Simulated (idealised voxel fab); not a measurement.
process module | voxel gate over fins
cross-section cut | 300 nm wide | cells 5 nm
A cross-section is a grid of square cells, given in bands from the top down. A band is one or more rows of cells.
Each band's line starts with the height of the band's top and of its bottom, in nm. Then come its materials from left to right, each with its width in nm. One material with "throughout" fills the band from edge to edge. "air" is empty space.
Height 0 is the level under which the wafer as received is all one material. The lowest band goes on downwards, as in "0 down".
A width such as "30 to 40" changes by the same amount from each row of cells to the next, from the band's top row to its bottom row.
"no change" after a step means that no cell of the cross-section changed.
closed voids: empty space of 8 cells or more with no open way to the top, each as width x height at its distance from the left edge, in nm
after a step's settings: what the simulator itself notes on the step
overlay nm, on a step with a mask: how far to the right of its planned place the mask lay; to the left if negative
plan
1 op RECEIVE | material Si
2 op CONFORMAL_DEP | material SiN | thk nm 10
3 op DIRECTIONAL_DEP | material aC | thk nm 15
4 op PATTERN | tone cover | mask id FINS | material resist | width nm 15 | pitch nm 40 | thk nm 35 | overlay nm -15
5 op DIRECTIONAL_ETCH | etch materials aC | depth nm 15
6 op STRIP | etch materials resist
7 op DIRECTIONAL_ETCH | etch materials SiN | depth nm 10
8 op DIRECTIONAL_ETCH | etch materials Si | depth nm 30
9 op STRIP | etch materials aC
10 op OXIDIZE | depth nm 5
11 op FILL_DEP | material SiO2 | thk nm 5
12 op CMP | height nm 10
13 op SELECTIVE_ETCH | etch materials SiO2 | depth nm 25
14 op STRIP | etch materials SiN
15 op CONFORMAL_DEP | material HfO2 | thk nm 5
16 op CONFORMAL_DEP | material TiN | thk nm 5
17 op FILL_DEP | material W | thk nm 15
18 op CMP | height nm 20
19 op CONFORMAL_DEP | material SiCN | thk nm 10
varied across the wafers: overlay nm of step 4. The plan shows the first wafer's value. All wafers start alike
first wafer as received, after step 1
  0 down: Si throughout
  closed voids: none
first wafer at the end, after step 19
  30 to 20: SiCN throughout
  20 to 10: W throughout
  10 to 5: W 80 | TiN 25 | W 15 | TiN 25 | W 15 | TiN 25 | W 115
  5 to 0: W 80 | TiN 5 | HfO2 15 | TiN 5 | W 15 | TiN 5 | HfO2 15 | TiN 5 | W 15 | TiN 5 | HfO2 15 | TiN 5 | W 115
  0 to -5: W 80 | TiN 5 | HfO2 5 | Si 5 | HfO2 5 | TiN 5 | W 15 | TiN 5 | HfO2 5 | Si 5 | HfO2 5 | TiN 5 | W 15 | TiN 5 | HfO2 5 | Si 5 | HfO2 5 | TiN 5 | W 115
  -5 to -10: TiN 85 | HfO2 5 | Si 5 | HfO2 5 | TiN 25 | HfO2 5 | Si 5 | HfO2 5 | TiN 25 | HfO2 5 | Si 5 | HfO2 5 | TiN 120
  -10 to -15: HfO2 90 | Si 5 | HfO2 35 | Si 5 | HfO2 35 | Si 5 | HfO2 125
  -15 to -35: SiO2 90 | Si 5 | SiO2 35 | Si 5 | SiO2 35 | Si 5 | SiO2 125
  -35 down: Si throughout
  closed voids: none
last wafer at the end
  30 to 20: SiCN throughout
  20 to 10: W throughout
  10 to 5: W 110 | TiN 25 | W 15 | TiN 25 | W 15 | TiN 25 | W 85
  5 to 0: W 110 | TiN 5 | HfO2 15 | TiN 5 | W 15 | TiN 5 | HfO2 15 | TiN 5 | W 15 | TiN 5 | HfO2 15 | TiN 5 | W 85
  0 to -5: W 110 | TiN 5 | HfO2 5 | Si 5 | HfO2 5 | TiN 5 | W 15 | TiN 5 | HfO2 5 | Si 5 | HfO2 5 | TiN 5 | W 15 | TiN 5 | HfO2 5 | Si 5 | HfO2 5 | TiN 5 | W 85
  -5 to -10: TiN 115 | HfO2 5 | Si 5 | HfO2 5 | TiN 25 | HfO2 5 | Si 5 | HfO2 5 | TiN 25 | HfO2 5 | Si 5 | HfO2 5 | TiN 90
  -10 to -15: HfO2 120 | Si 5 | HfO2 35 | Si 5 | HfO2 35 | Si 5 | HfO2 95
  -15 to -35: SiO2 120 | Si 5 | SiO2 35 | Si 5 | SiO2 35 | Si 5 | SiO2 95
  -35 down: Si throughout
  closed voids: none
each wafer at the end: cells of each material gained (+) or lost (-) since it was received, then its closed voids
overlay nm -15 | +78 HfO2 | -399 Si | +120 SiCN | +228 SiO2 | +78 TiN | +255 W | closed voids: none
overlay nm -10 | +78 HfO2 | -399 Si | +120 SiCN | +228 SiO2 | +78 TiN | +255 W | closed voids: none
overlay nm -5 | +78 HfO2 | -399 Si | +120 SiCN | +228 SiO2 | +78 TiN | +255 W | closed voids: none
overlay nm 0 | +78 HfO2 | -399 Si | +120 SiCN | +228 SiO2 | +78 TiN | +255 W | closed voids: none
overlay nm 5 | +78 HfO2 | -399 Si | +120 SiCN | +228 SiO2 | +78 TiN | +255 W | closed voids: none
overlay nm 10 | +78 HfO2 | -399 Si | +120 SiCN | +228 SiO2 | +78 TiN | +255 W | closed voids: none
overlay nm 15 | +78 HfO2 | -399 Si | +120 SiCN | +228 SiO2 | +78 TiN | +255 W | closed voids: none
